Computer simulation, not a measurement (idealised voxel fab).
process module | voxel fin reveal
cross-section cut | 275 nm wide | cells 5 nm
A cross-section is a grid of square cells, given in bands from the top down. A band is one or more rows of cells.
Each band's line starts with the height of the band's top and of its bottom, in nm. Then come its materials from left to right, each with its width in nm. One material with "throughout" fills the band from edge to edge. "air" is empty space.
Height 0 is the level under which the wafer as received is all one material. The lowest band goes on downwards, as in "0 down".
A width such as "30 to 40" changes by the same amount from each row of cells to the next, from the band's top row to its bottom row.
"no change" after a step means that no cell of the cross-section changed.
closed voids: empty space of 8 cells or more with no open way to the top, each as width x height at its distance from the left edge, in nm
after a step's settings: what the simulator itself notes on the step
overlay nm, on a step with a mask: how far to the right of its planned place the mask lay; to the left if negative
plan
1 op RECEIVE | material Si
2 op CONFORMAL_DEP | material SiN | thk nm 5
3 op PATTERN | tone cover | mask id FINS | material resist | width nm 15 | pitch nm 35 | thk nm 20 | overlay nm 0
4 op DIRECTIONAL_ETCH | etch materials SiN | depth nm 5
5 op DIRECTIONAL_ETCH | etch materials Si | depth nm 30
6 op STRIP | etch materials resist
7 op FILL_DEP | material SiO2 | thk nm 5
8 op CMP | height nm 5
9 op SELECTIVE_ETCH | etch materials SiO2 | depth nm 15
10 op STRIP | etch materials SiN
first wafer, as planned
as received, after step 1
  0 down: Si throughout
  closed voids: none
after step 2
  5 to 0: SiN throughout
  below 0: unchanged
after step 3
  25 to 5: air 95 | resist 15 | air 20 | resist 15 | air 20 | resist 15 | air 95
  below 5: unchanged
after step 4
  25 to 5: air 95 | resist 15 | air 20 | resist 15 | air 20 | resist 15 | air 95
  5 to 0: air 95 | SiN 15 | air 20 | SiN 15 | air 20 | SiN 15 | air 95
  below 0: unchanged
after step 5
  25 to 5: air 95 | resist 15 | air 20 | resist 15 | air 20 | resist 15 | air 95
  5 to 0: air 95 | SiN 15 | air 20 | SiN 15 | air 20 | SiN 15 | air 95
  0 to -30: air 95 | Si 15 | air 20 | Si 15 | air 20 | Si 15 | air 95
  below -30: unchanged
after step 6
  5 to 0: air 95 | SiN 15 | air 20 | SiN 15 | air 20 | SiN 15 | air 95
  below 0: unchanged
after step 7
  10 to 5: SiO2 throughout
  5 to 0: SiO2 95 | SiN 15 | SiO2 20 | SiN 15 | SiO2 20 | SiN 15 | SiO2 95
  0 to -30: SiO2 95 | Si 15 | SiO2 20 | Si 15 | SiO2 20 | Si 15 | SiO2 95
  below -30: unchanged
after step 8
  5 to 0: SiO2 95 | SiN 15 | SiO2 20 | SiN 15 | SiO2 20 | SiN 15 | SiO2 95
  below 0: unchanged
after step 9
  5 to 0: air 95 | SiN 15 | air 20 | SiN 15 | air 20 | SiN 15 | air 95
  0 to -10: air 95 | Si 15 | air 20 | Si 15 | air 20 | Si 15 | air 95
  below -10: unchanged
after step 10
  0 to -10: air 95 | Si 15 | air 20 | Si 15 | air 20 | Si 15 | air 95
  below -10: unchanged
second wafer: like start, like plan, one mistake. Through step 2 it matches the first wafer
when step 3 should have ended
  25 to 5: resist 95 | air 15 | resist 20 | air 15 | resist 20 | air 15 | resist 95
  below 5: unchanged
when step 4 should have ended
  25 to 5: resist 95 | air 15 | resist 20 | air 15 | resist 20 | air 15 | resist 95
  5 to 0: SiN 95 | air 15 | SiN 20 | air 15 | SiN 20 | air 15 | SiN 95
  below 0: unchanged
when step 5 should have ended
  25 to 5: resist 95 | air 15 | resist 20 | air 15 | resist 20 | air 15 | resist 95
  5 to 0: SiN 95 | air 15 | SiN 20 | air 15 | SiN 20 | air 15 | SiN 95
  0 to -30: Si 95 | air 15 | Si 20 | air 15 | Si 20 | air 15 | Si 95
  below -30: unchanged
when step 6 should have ended
  5 to 0: SiN 95 | air 15 | SiN 20 | air 15 | SiN 20 | air 15 | SiN 95
  below 0: unchanged
when step 7 should have ended
  10 to 5: SiO2 throughout
  5 to 0: SiN 95 | SiO2 15 | SiN 20 | SiO2 15 | SiN 20 | SiO2 15 | SiN 95
  0 to -30: Si 95 | SiO2 15 | Si 20 | SiO2 15 | Si 20 | SiO2 15 | Si 95
  below -30: unchanged
when step 8 should have ended
  5 to 0: SiN 95 | SiO2 15 | SiN 20 | SiO2 15 | SiN 20 | SiO2 15 | SiN 95
  below 0: unchanged
when step 9 should have ended
  5 to 0: SiN 95 | air 15 | SiN 20 | air 15 | SiN 20 | air 15 | SiN 95
  0 to -10: Si 95 | air 15 | Si 20 | air 15 | Si 20 | air 15 | Si 95
  below -10: unchanged
when step 10 should have ended
  0 to -10: Si 95 | air 15 | Si 20 | air 15 | Si 20 | air 15 | Si 95
  below -10: unchanged
what went wrong: step 3 ran as: op PATTERN | tone open | mask id FINS | material resist | width nm 15 | pitch nm 35 | thk nm 20 | overlay nm 0
at the end the second wafer has, in cells: 222 more of Si | 148 fewer of SiO2
